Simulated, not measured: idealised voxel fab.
Module name: voxel self aligned contacts (process module)
300 nm wide, 5 nm square cells: that's cross-section cut.
We lay out every cross-section as a grid of square cells and spell it out in bands from the top down, where one band means one or more rows of cells.
Band: top height; bottom height; in nm. Then, left to right: material with width in nm, for each material. "throughout": a single material spanning edge to edge. "empty": empty space.
Basically, 0 is our baseline, since under it the wafer straight out of the box is all one material. The bottom band has no lower end and keeps on going down, so it looks like "0..down".
The two numbers in a width such as "30..40" mark its ends across the band: the first belongs to the top row of cells, the second to the bottom row, and from each row to the next the width moves by the same amount.
No cell of the cross-section changed in a step that is given as "left unchanged".
Entry "Unvented cavities" = empty spaces >= 8 cells with no open way to the top; each as width x height at distance, distance from left edge, all nm.
Anything after a step's settings on that line? It's the simulator's own note about the step.
On any step carrying a mask, the "overlay nm" setting, if present on the step's line, tells how far right of its planned place the mask lay; negative values point to the left.

# Process steps (planned)
step 1: RECEIVE | material Si
step 2: OXIDIZE | depth nm 5
step 3: DIRECTIONAL_DEP | material polySi | thk nm 25
step 4: DIRECTIONAL_DEP | material SiN | thk nm 25
step 5: DIRECTIONAL_DEP | material aC | thk nm 10
step 6: PATTERN | tone cover | mask id GATE | material resist | width nm 35 | pitch nm 80 | thk nm 25 | overlay nm 0
step 7: DIRECTIONAL_ETCH | etch materials aC | depth nm 10
step 8: STRIP | etch materials resist
step 9: DIRECTIONAL_ETCH | etch materials SiN | depth nm 25
step 10: DIRECTIONAL_ETCH | etch materials polySi | depth nm 25
step 11: STRIP | etch materials aC
step 12: CONFORMAL_DEP | material SiN | thk nm 10
step 13: DIRECTIONAL_ETCH | etch materials SiN | depth nm 10
step 14: FILL_DEP | material SiO2 | thk nm 15
step 15: CMP | height nm 60
step 16: DIRECTIONAL_DEP | material aC | thk nm 10
step 17: PATTERN | tone open | mask id CONTACT | material resist | width nm 65 | pitch nm 80 | thk nm 25 | overlay nm 0
step 18: DIRECTIONAL_ETCH | etch materials aC | depth nm 10
step 19: STRIP | etch materials resist
step 20: DIRECTIONAL_ETCH | etch materials SiO2 | depth nm 65
step 21: STRIP | etch materials aC
step 22: CONFORMAL_DEP | material TiN | thk nm 5
step 23: FILL_DEP | material Ru | thk nm 10
step 24: CMP | height nm 60
step 25: CONFORMAL_DEP | material SiN | thk nm 5

# Here's what the wafer looked like in cross-section when it arrived - that's after step 1
0..down | Si throughout
Unvented cavities: none

# First of two wafers: cross-section at end of module, run per plan
65..60 | SiN throughout
60..50 | SiO2=75  TiN=5..25  Ru=55..15  TiN=5..25  SiO2=15  TiN=5..25  Ru=55..15  TiN=5..25  SiO2=80
50..25 | SiO2=40  SiN=55  TiN=5  Ru=15  TiN=5  SiN=55  TiN=5  Ru=15  TiN=5  SiN=55  SiO2=45
25..0 | SiO2=40  SiN=10  polySi=35  SiN=10  TiN=5  Ru=15  TiN=5  SiN=10  polySi=35  SiN=10  TiN=5  Ru=15  TiN=5  SiN=10  polySi=35  SiN=10  SiO2=45
0..-5 | SiO2=95  TiN=25  SiO2=55  TiN=25  SiO2=100
-5..down | Si throughout
Unvented cavities: none

# Second wafer of the two, sectioned at the end of the module. It began like the first and followed the same plan, but one mistake was made while running it
65..60 | SiN throughout
60..55 | SiO2=40  SiN=55  TiN=5  Ru=15  TiN=5  SiN=55  TiN=5  Ru=15  TiN=5  SiN=55  SiO2=45
55..50 | SiO2=40  SiN=55  TiN=25  SiN=55  TiN=25  SiN=55  SiO2=45
50..25 | SiN throughout
25..0 | polySi throughout
0..-5 | SiO2 throughout
-5..down | Si throughout
Unvented cavities: none
Finding, execution versus plan: regarding the plan, step 4 was run twice
It is noted that, at the conclusion of processing, the second wafer exhibits a higher or lower cell count for certain materials relative to the first: -82 Ru, +141 SiN, -194 SiO2, -60 TiN, +195 polySi
